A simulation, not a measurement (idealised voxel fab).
The following process module bears the name voxel self aligned vias.
Each square cell in cross-section cut measures 5 nm, and the section as a whole is 275 nm wide.
Throughout this document, each cross-section is represented as a grid of square cells and is presented as a sequence of bands enumerated from the top downward, where a band comprises one or more rows of cells. Band entry format. Leading values: height of top, height of bottom, nm. Remainder: materials in left-to-right order, each with its width in nm. Special words: "everywhere" on a single material, which then fills the band edge to edge; "air", empty space. Heights are expressed relative to 0, this being the level below which the as-received wafer comprises one material exclusively. The lowest band is unbounded in the downward direction and is denoted as in "0 nm and below". Width spec "30->40" -> top row of cells at first value, bottom row at second value, equal per-row change in between. "stayed the same", as given for a step, is the statement that not any cell of the cross-section underwent a change during that step. So "Enclosed internal cavities" is basically the list of trapped voids: any empty space of 8 cells or more that can't reach the top through an opening. They're written width x height at distance, the distance being from the left edge, and it's all nm. If you see something after the settings on a step's line, that's the simulator's own remark about that step. The "overlay nm" setting may appear on a step's line; for a step that uses a mask, it gives how far to the right of its planned position the mask lay, and a negative value indicates the left.

plan
- 1: RECEIVE | material Si
- 2: CONFORMAL_DEP | material SiO2 | thk nm 15
- 3: CONFORMAL_DEP | material SiCN | thk nm 5
- 4: DIRECTIONAL_DEP | material lowk | thk nm 30
- 5: DIRECTIONAL_DEP | material aC | thk nm 10
- 6: PATTERN | tone open | mask id LINES | material resist | width nm 25 | pitch nm 75 | thk nm 30 | overlay nm 0
- 7: DIRECTIONAL_ETCH | etch materials aC | depth nm 10
- 8: STRIP | etch materials resist
- 9: DIRECTIONAL_ETCH | etch materials lowk | depth nm 30
- 10: STRIP | etch materials aC
- 11: CONFORMAL_DEP | material TiN | thk nm 5
- 12: FILL_DEP | material Ru | thk nm 10
- 13: CMP | height nm 50
- 14: SELECTIVE_ETCH | etch materials W Ru TiN | depth nm 10
- 15: FILL_DEP | material SiN | thk nm 5
- 16: CMP | height nm 50
- 17: DIRECTIONAL_DEP | material lowk | thk nm 20
- 18: MASKED_ETCH | tone open | mask id VIAS | width nm 45 | pitch nm 75 | etch materials lowk | depth nm 20 | overlay nm 0
- 19: MASKED_ETCH | tone open | mask id VIAS | width nm 45 | pitch nm 75 | etch materials SiN | depth nm 10 | overlay nm 0
- 20: CONFORMAL_DEP | material TiN | thk nm 5
- 21: FILL_DEP | material W | thk nm 5
- 22: CMP | height nm 70
- 23: CONFORMAL_DEP | material SiCN | thk nm 5

First of two wafers, with the run carried out as planned

Cross-section, incoming material, after step 1
    0 nm and below = Si everywhere
    Enclosed internal cavities: none

Upon completion of step 2, the wafer appears in cross-section as shown
    15 nm to 0 nm = SiO2 everywhere
    Everything below 0 is unchanged.

Upon completion of step 3, the wafer appears in cross-section as shown
    20 nm to 15 nm = SiCN everywhere
    Everything below 15 is unchanged.

Upon completion of step 4, the wafer appears in cross-section as shown
    50 nm to 20 nm = lowk everywhere
    Everything below 20 is unchanged.

Upon completion of step 5, the wafer appears in cross-section as shown
    60 nm to 50 nm = aC everywhere
    Everything below 50 is unchanged.

Upon completion of step 6, the wafer appears in cross-section as shown
    90 nm to 60 nm = 50 of resist, 25 of air, 50 of resist, 25 of air, 50 of resist, 25 of air, 50 of resist
    Everything below 60 is unchanged.

Upon completion of step 7, the wafer appears in cross-section as shown
    80 nm to 60 nm = 50 of resist, 25 of air, 50 of resist, 25 of air, 50 of resist, 25 of air, 50 of resist
    60 nm to 50 nm = 50 of aC, 25 of air, 50 of aC, 25 of air, 50 of aC, 25 of air, 50 of aC
    Everything below 50 is unchanged.

Upon completion of step 8, the wafer appears in cross-section as shown
    60 nm to 50 nm = 50 of aC, 25 of air, 50 of aC, 25 of air, 50 of aC, 25 of air, 50 of aC
    Everything below 50 is unchanged.

Upon completion of step 9, the wafer appears in cross-section as shown
    60 nm to 50 nm = 50 of aC, 25 of air, 50 of aC, 25 of air, 50 of aC, 25 of air, 50 of aC
    50 nm to 20 nm = 50 of lowk, 25 of air, 50 of lowk, 25 of air, 50 of lowk, 25 of air, 50 of lowk
    Everything below 20 is unchanged.

Upon completion of step 10, the wafer appears in cross-section as shown
    50 nm to 20 nm = 50 of lowk, 25 of air, 50 of lowk, 25 of air, 50 of lowk, 25 of air, 50 of lowk
    Everything below 20 is unchanged.

Upon completion of step 11, the wafer appears in cross-section as shown
    55 nm to 50 nm = 55 of TiN, 15 of air, 60 of TiN, 15 of air, 60 of TiN, 15 of air, 55 of TiN
    50 nm to 25 nm = 50 of lowk, 5 of TiN, 15 of air, 5 of TiN, 50 of lowk, 5 of TiN, 15 of air, 5 of TiN, 50 of lowk, 5 of TiN, 15 of air, 5 of TiN, 50 of lowk
    25 nm to 20 nm = 50 of lowk, 25 of TiN, 50 of lowk, 25 of TiN, 50 of lowk, 25 of TiN, 50 of lowk
    Everything below 20 is unchanged.

Upon completion of step 12, the wafer appears in cross-section as shown
    65 nm to 55 nm = Ru everywhere
    55 nm to 50 nm = 55 of TiN, 15 of Ru, 60 of TiN, 15 of Ru, 60 of TiN, 15 of Ru, 55 of TiN
    50 nm to 25 nm = 50 of lowk, 5 of TiN, 15 of Ru, 5 of TiN, 50 of lowk, 5 of TiN, 15 of Ru, 5 of TiN, 50 of lowk, 5 of TiN, 15 of Ru, 5 of TiN, 50 of lowk
    Everything below 25 is unchanged.

Upon completion of step 13, the wafer appears in cross-section as shown
    50 nm to 25 nm = 50 of lowk, 5 of TiN, 15 of Ru, 5 of TiN, 50 of lowk, 5 of TiN, 15 of Ru, 5 of TiN, 50 of lowk, 5 of TiN, 15 of Ru, 5 of TiN, 50 of lowk
    Everything below 25 is unchanged.

Upon completion of step 14, the wafer appears in cross-section as shown
    50 nm to 40 nm = 50 of lowk, 25 of air, 50 of lowk, 25 of air, 50 of lowk, 25 of air, 50 of lowk
    Everything below 40 is unchanged.

Upon completion of step 15, the wafer appears in cross-section as shown
    55 nm to 50 nm = SiN everywhere
    50 nm to 40 nm = 50 of lowk, 25 of SiN, 50 of lowk, 25 of SiN, 50 of lowk, 25 of SiN, 50 of lowk
    Everything below 40 is unchanged.

Upon completion of step 16, the wafer appears in cross-section as shown
    50 nm to 40 nm = 50 of lowk, 25 of SiN, 50 of lowk, 25 of SiN, 50 of lowk, 25 of SiN, 50 of lowk
    Everything below 40 is unchanged.

Upon completion of step 17, the wafer appears in cross-section as shown
    70 nm to 50 nm = lowk everywhere
    Everything below 50 is unchanged.

Upon completion of step 18, the wafer appears in cross-section as shown
    70 nm to 50 nm = 40 of lowk, 45 of air, 30 of lowk, 45 of air, 30 of lowk, 45 of air, 40 of lowk
    Everything below 50 is unchanged.

Upon completion of step 19, the wafer appears in cross-section as shown
    70 nm to 50 nm = 40 of lowk, 45 of air, 30 of lowk, 45 of air, 30 of lowk, 45 of air, 40 of lowk
    50 nm to 40 nm = 50 of lowk, 25 of air, 50 of lowk, 25 of air, 50 of lowk, 25 of air, 50 of lowk
    Everything below 40 is unchanged.

Upon completion of step 20, the wafer appears in cross-section as shown
    75 nm to 70 nm = 45 of TiN, 35 of air, 40 of TiN, 35 of air, 40 of TiN, 35 of air, 45 of TiN
    70 nm to 55 nm = 40 of lowk, 5 of TiN, 35 of air, 5 of TiN, 30 of lowk, 5 of TiN, 35 of air, 5 of TiN, 30 of lowk, 5 of TiN, 35 of air, 5 of TiN, 40 of lowk
    55 nm to 45 nm = 40->50 of lowk, 15->5 of TiN, 15 of air, 15->5 of TiN, 30->50 of lowk, 15->5 of TiN, 15 of air, 15->5 of TiN, 30->50 of lowk, 15->5 of TiN, 15 of air, 15->5 of TiN, 40->50 of lowk
    45 nm to 40 nm = 50 of lowk, 25 of TiN, 50 of lowk, 25 of TiN, 50 of lowk, 25 of TiN, 50 of lowk
    Everything below 40 is unchanged.

Upon completion of step 21, the wafer appears in cross-section as shown
    80 nm to 75 nm = W everywhere
    75 nm to 70 nm = 45 of TiN, 35 of W, 40 of TiN, 35 of W, 40 of TiN, 35 of W, 45 of TiN
    70 nm to 55 nm = 40 of lowk, 5 of TiN, 35 of W, 5 of TiN, 30 of lowk, 5 of TiN, 35 of W, 5 of TiN, 30 of lowk, 5 of TiN, 35 of W, 5 of TiN, 40 of lowk
    55 nm to 45 nm = 40->50 of lowk, 15->5 of TiN, 15 of W, 15->5 of TiN, 30->50 of lowk, 15->5 of TiN, 15 of W, 15->5 of TiN, 30->50 of lowk, 15->5 of TiN, 15 of W, 15->5 of TiN, 40->50 of lowk
    Everything below 45 is unchanged.

Upon completion of step 22, the wafer appears in cross-section as shown
    70 nm to 55 nm = 40 of lowk, 5 of TiN, 35 of W, 5 of TiN, 30 of lowk, 5 of TiN, 35 of W, 5 of TiN, 30 of lowk, 5 of TiN, 35 of W, 5 of TiN, 40 of lowk
    Everything below 55 is unchanged.

Upon completion of step 23, the wafer appears in cross-section as shown
    75 nm to 70 nm = SiCN everywhere
    Everything below 70 is unchanged.

For the second wafer, take the first wafer's start and plan, then add one mistake made in running it; everything through step 17, that step included, is shared with the first

Second wafer, cross-section, planned end of step 18
    70 nm to 50 nm = 40 of lowk, 50 of air, 25 of lowk, 50 of air, 25 of lowk, 50 of air, 35 of lowk
    Everything below 50 is unchanged.

Second wafer, cross-section, planned end of step 19
    70 nm to 50 nm = 40 of lowk, 50 of air, 25 of lowk, 50 of air, 25 of lowk, 50 of air, 35 of lowk
    50 nm to 40 nm = 50 of lowk, 25 of air, 50 of lowk, 25 of air, 50 of lowk, 25 of air, 50 of lowk
    Everything below 40 is unchanged.

Second wafer, cross-section, planned end of step 20
    75 nm to 70 nm = 45 of TiN, 40 of air, 35 of TiN, 40 of air, 35 of TiN, 40 of air, 40 of TiN
    70 nm to 55 nm = 40 of lowk, 5 of TiN, 40 of air, 5 of TiN, 25 of lowk, 5 of TiN, 40 of air, 5 of TiN, 25 of lowk, 5 of TiN, 40 of air, 5 of TiN, 35 of lowk
    55 nm to 45 nm = 40->50 of lowk, 15->5 of TiN, 15 of air, 20->5 of TiN, 25->50 of lowk, 15->5 of TiN, 15 of air, 20->5 of TiN, 25->50 of lowk, 15->5 of TiN, 15 of air, 20->5 of TiN, 35->50 of lowk
    45 nm to 40 nm = 50 of lowk, 25 of TiN, 50 of lowk, 25 of TiN, 50 of lowk, 25 of TiN, 50 of lowk
    Everything below 40 is unchanged.

Second wafer, cross-section, planned end of step 21
    80 nm to 75 nm = W everywhere
    75 nm to 70 nm = 45 of TiN, 40 of W, 35 of TiN, 40 of W, 35 of TiN, 40 of W, 40 of TiN
    70 nm to 55 nm = 40 of lowk, 5 of TiN, 40 of W, 5 of TiN, 25 of lowk, 5 of TiN, 40 of W, 5 of TiN, 25 of lowk, 5 of TiN, 40 of W, 5 of TiN, 35 of lowk
    55 nm to 45 nm = 40->50 of lowk, 15->5 of TiN, 15 of W, 20->5 of TiN, 25->50 of lowk, 15->5 of TiN, 15 of W, 20->5 of TiN, 25->50 of lowk, 15->5 of TiN, 15 of W, 20->5 of TiN, 35->50 of lowk
    Everything below 45 is unchanged.

Second wafer, cross-section, planned end of step 22
    70 nm to 55 nm = 40 of lowk, 5 of TiN, 40 of W, 5 of TiN, 25 of lowk, 5 of TiN, 40 of W, 5 of TiN, 25 of lowk, 5 of TiN, 40 of W, 5 of TiN, 35 of lowk
    Everything below 55 is unchanged.

Second wafer, cross-section, planned end of step 23
    75 nm to 70 nm = SiCN everywhere
    Everything below 70 is unchanged.
Plan not followed: step 18 ran as: MASKED_ETCH | tone open | mask id VIAS | width nm 50 | pitch nm 75 | etch materials lowk | depth nm 20 | overlay nm 0
The closing comparison, in cells, has the second wafer with more or fewer of some materials than the first: TiN: 3 more, W: 9 more, lowk: 12 fewer
